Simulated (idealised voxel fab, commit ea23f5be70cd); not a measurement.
process module | voxel ribs on slabs
cross-section cut | 240 nm wide | cells 5 nm
A cross-section is a grid of square cells, given in bands from the top down. A band is one or more rows of cells.
Each band's line starts with the height of the band's top and of its bottom, in nm. Then come its materials from left to right, each with its width in nm. One material with "throughout" fills the band from edge to edge. "air" is empty space.
Height 0 is the level under which the wafer as received is all one material. The lowest band goes on downwards, as in "0 down".
A width such as "30 to 40" changes by the same amount from each row of cells to the next, from the band's top row to its bottom row.
"no change" after a step means that no cell of the cross-section changed.
closed voids: empty space of 8 cells or more with no open way to the top, each as width x height at its distance from the left edge, in nm
after a step's settings: what the simulator itself notes on the step
overlay nm, on a step with a mask: how far to the right of its planned place the mask lay; to the left if negative
plan
1 op RECEIVE | material Si
2 op DIRECTIONAL_DEP | material SiO2 | thk nm 30
3 op DIRECTIONAL_DEP | material SiN | thk nm 25
4 op DIRECTIONAL_DEP | material aC | thk nm 10
5 op PATTERN | tone cover | mask id RIB | material resist | width nm 25 | thk nm 25 | overlay nm 0
6 op DIRECTIONAL_ETCH | etch materials aC | depth nm 10
7 op STRIP | etch materials resist
8 op DIRECTIONAL_ETCH | etch materials SiN | depth nm 10
9 op STRIP | etch materials aC
10 op PATTERN | tone cover | mask id SLAB | material resist | width nm 85 | thk nm 20 | overlay nm 0
11 op DIRECTIONAL_ETCH | etch materials SiN | depth nm 15
12 op STRIP | etch materials resist
13 op FILL_DEP | material SiO2 | thk nm 30
14 op CMP | height nm 75
15 op DIRECTIONAL_DEP | material W | thk nm 10
16 op DIRECTIONAL_DEP | material aC | thk nm 15
17 op PATTERN | tone cover | mask id HEATER | material resist | width nm 35 | thk nm 35 | overlay nm 0
18 op DIRECTIONAL_ETCH | etch materials aC | depth nm 15
19 op STRIP | etch materials resist
20 op DIRECTIONAL_ETCH | etch materials W | depth nm 10
21 op STRIP | etch materials aC
22 op CONFORMAL_DEP | material SiN | thk nm 10
first wafer, as planned
as received, after step 1
  0 down: Si throughout
  closed voids: none
after step 2
  30 to 0: SiO2 throughout
  below 0: unchanged
after step 3
  55 to 30: SiN throughout
  below 30: unchanged
after step 4
  65 to 55: aC throughout
  below 55: unchanged
after step 5
  90 to 65: air 105 | resist 25 | air 110
  below 65: unchanged
after step 6
  80 to 65: air 105 | resist 25 | air 110
  65 to 55: air 105 | aC 25 | air 110
  below 55: unchanged
after step 7
  65 to 55: air 105 | aC 25 | air 110
  below 55: unchanged
after step 8
  65 to 55: air 105 | aC 25 | air 110
  55 to 45: air 105 | SiN 25 | air 110
  below 45: unchanged
after step 9
  55 to 45: air 105 | SiN 25 | air 110
  below 45: unchanged
after step 10
  75 to 55: air 75 | resist 85 | air 80
  55 to 45: air 75 | resist 30 | SiN 25 | resist 30 | air 80
  below 45: unchanged
after step 11
  75 to 55: air 75 | resist 85 | air 80
  55 to 45: air 75 | resist 30 | SiN 25 | resist 30 | air 80
  45 to 30: air 75 | SiN 85 | air 80
  below 30: unchanged
after step 12
  55 to 45: air 105 | SiN 25 | air 110
  below 45: unchanged
after step 13
  85 to 55: SiO2 throughout
  55 to 45: SiO2 105 | SiN 25 | SiO2 110
  45 to 30: SiO2 75 | SiN 85 | SiO2 80
  below 30: unchanged
after step 14
  75 to 55: SiO2 throughout
  below 55: unchanged
after step 15
  85 to 75: W throughout
  below 75: unchanged
after step 16
  100 to 85: aC throughout
  below 85: unchanged
after step 17
  135 to 100: air 100 | resist 35 | air 105
  below 100: unchanged
after step 18
  120 to 100: air 100 | resist 35 | air 105
  100 to 85: air 100 | aC 35 | air 105
  below 85: unchanged
after step 19
  100 to 85: air 100 | aC 35 | air 105
  below 85: unchanged
after step 20
  100 to 85: air 100 | aC 35 | air 105
  85 to 75: air 100 | W 35 | air 105
  below 75: unchanged
after step 21
  85 to 75: air 100 | W 35 | air 105
  below 75: unchanged
after step 22
  95 to 85: air 90 | SiN 55 | air 95
  85 to 75: SiN 100 | W 35 | SiN 105
  below 75: unchanged
second wafer: like start, like plan, one mistake. Through step 1 it matches the first wafer
when step 2 should have ended
  60 to 0: SiO2 throughout
  below 0: unchanged
when step 3 should have ended
  85 to 60: SiN throughout
  below 60: unchanged
when step 4 should have ended
  95 to 85: aC throughout
  below 85: unchanged
when step 5 should have ended
  120 to 95: air 105 | resist 25 | air 110
  below 95: unchanged
when step 6 should have ended
  110 to 95: air 105 | resist 25 | air 110
  95 to 85: air 105 | aC 25 | air 110
  below 85: unchanged
when step 7 should have ended
  95 to 85: air 105 | aC 25 | air 110
  below 85: unchanged
when step 8 should have ended
  95 to 85: air 105 | aC 25 | air 110
  85 to 75: air 105 | SiN 25 | air 110
  below 75: unchanged
when step 9 should have ended
  85 to 75: air 105 | SiN 25 | air 110
  below 75: unchanged
when step 10 should have ended
  105 to 85: air 75 | resist 85 | air 80
  85 to 75: air 75 | resist 30 | SiN 25 | resist 30 | air 80
  below 75: unchanged
when step 11 should have ended
  105 to 85: air 75 | resist 85 | air 80
  85 to 75: air 75 | resist 30 | SiN 25 | resist 30 | air 80
  75 to 60: air 75 | SiN 85 | air 80
  below 60: unchanged
when step 12 should have ended
  85 to 75: air 105 | SiN 25 | air 110
  below 75: unchanged
when step 13 should have ended
  115 to 85: SiO2 throughout
  85 to 75: SiO2 105 | SiN 25 | SiO2 110
  75 to 60: SiO2 75 | SiN 85 | SiO2 80
  below 60: unchanged
when step 14 should have ended
  75 to 60: SiO2 75 | SiN 85 | SiO2 80
  below 60: unchanged
when step 15 should have ended
  85 to 75: W throughout
  below 75: unchanged
when step 16 should have ended
  100 to 85: aC throughout
  below 85: unchanged
when step 17 should have ended
  135 to 100: air 100 | resist 35 | air 105
  below 100: unchanged
when step 18 should have ended
  120 to 100: air 100 | resist 35 | air 105
  100 to 85: air 100 | aC 35 | air 105
  below 85: unchanged
when step 19 should have ended
  100 to 85: air 100 | aC 35 | air 105
  below 85: unchanged
when step 20 should have ended
  100 to 85: air 100 | aC 35 | air 105
  85 to 75: air 100 | W 35 | air 105
  below 75: unchanged
when step 21 should have ended
  85 to 75: air 100 | W 35 | air 105
  below 75: unchanged
when step 22 should have ended
  95 to 85: air 90 | SiN 55 | air 95
  85 to 75: SiN 100 | W 35 | SiN 105
  below 75: unchanged
what went wrong: step 2 was run twice
at the end the second wafer has, in cells: 10 fewer of SiN | 10 more of SiO2
